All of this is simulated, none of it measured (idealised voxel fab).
Presented below is a process module, voxel local oxidation.
Cross-sectional view cut (width: 145 nm; square cell size: 5 nm).
Cross-section, as written here: a square-cell grid given band by band from the top down, where a band holds one or more rows of cells. What a band's entry tells you: where the top is and where the bottom is, as heights in nm, and after that what lies inside, material by material from left to right, each with its width in nm. Empty space is written as the word "empty", and a single material marked with the word "all across" occupies the band from edge to edge. Basically, 0 is our baseline, since under it the wafer straight out of the box is all one material. The bottom band has no lower end and keeps on going down, so it looks like "top 0, no bottom". It should be noted that a width expressed as "30 to 40" varies in equal increments from row to row of cells within the band, taking the value of the first number at the top row and that of the second number at the bottom row. "all unchanged" (step): cross-section cells unchanged, all of them. In "Closed void table" the enclosed voids are listed, meaning empty spaces of 8 cells or larger without any opening to the top. The form is width x height at distance, distance from the left edge, units nm. On each step's line, the part that comes after the settings is the simulator's own comment on the step. The line of a step may include "overlay nm". On a step with a mask, this value is how far to the right of its planned place the mask lay. A negative value means the mask lay to the left.
PROCESS STEPS FORESEEN IN THE PLAN
1) RECEIVE (material Si)
2) CONFORMAL_DEP (material SiO2; thk nm 5)
3) CONFORMAL_DEP (material SiN; thk nm 10)
4) PATTERN (tone cover; mask id ACTIVE; material resist; width nm 115; thk nm 20; overlay nm 0)
5) DIRECTIONAL_ETCH (etch materials SiN; depth nm 10)
6) STRIP (etch materials resist)
7) SELECTIVE_ETCH (etch materials SiO2; depth nm 5)
8) OXIDIZE (depth nm 10)
9) STRIP (etch materials SiN)
CROSS-SECTION OF THE INCOMING WAFER, STATE AFTER STEP 1
  top 0, no bottom = Si all across
  Closed void table: none
LOOKING AT THE FIRST OF TWO WAFERS IN CROSS-SECTION AT END OF MODULE - RAN TO PLAN
  top 5, bottom 0 = 20 of empty; 105 of SiO2; 20 of empty
  top 0, bottom -10 = 30 of SiO2; 85 of Si; 30 of SiO2
  top -10, no bottom = Si all across
  Closed void table: none
SECOND WAFER OF THE TWO, SECTIONED AT THE END OF THE MODULE. IT BEGAN LIKE THE FIRST AND FOLLOWED THE SAME PLAN, BUT ONE MISTAKE WAS MADE WHILE RUNNING IT
  top 5, bottom 0 = 25 of empty; 100 of SiO2; 20 of empty
  top 0, bottom -10 = 35 of SiO2; 80 of Si; 30 of SiO2
  top -10, no bottom = Si all across
  Closed void table: none
In executing the process, a mistake was made relative to the plan: step 4 changed vs plan, executed as PATTERN (tone cover; mask id ACTIVE; material resist; width nm 110; thk nm 20; overlay nm 0)
Once processing is complete, comparing cell counts shows that the second wafer has more or fewer of certain materials than the first: 2 fewer of Si | 1 more of SiO2
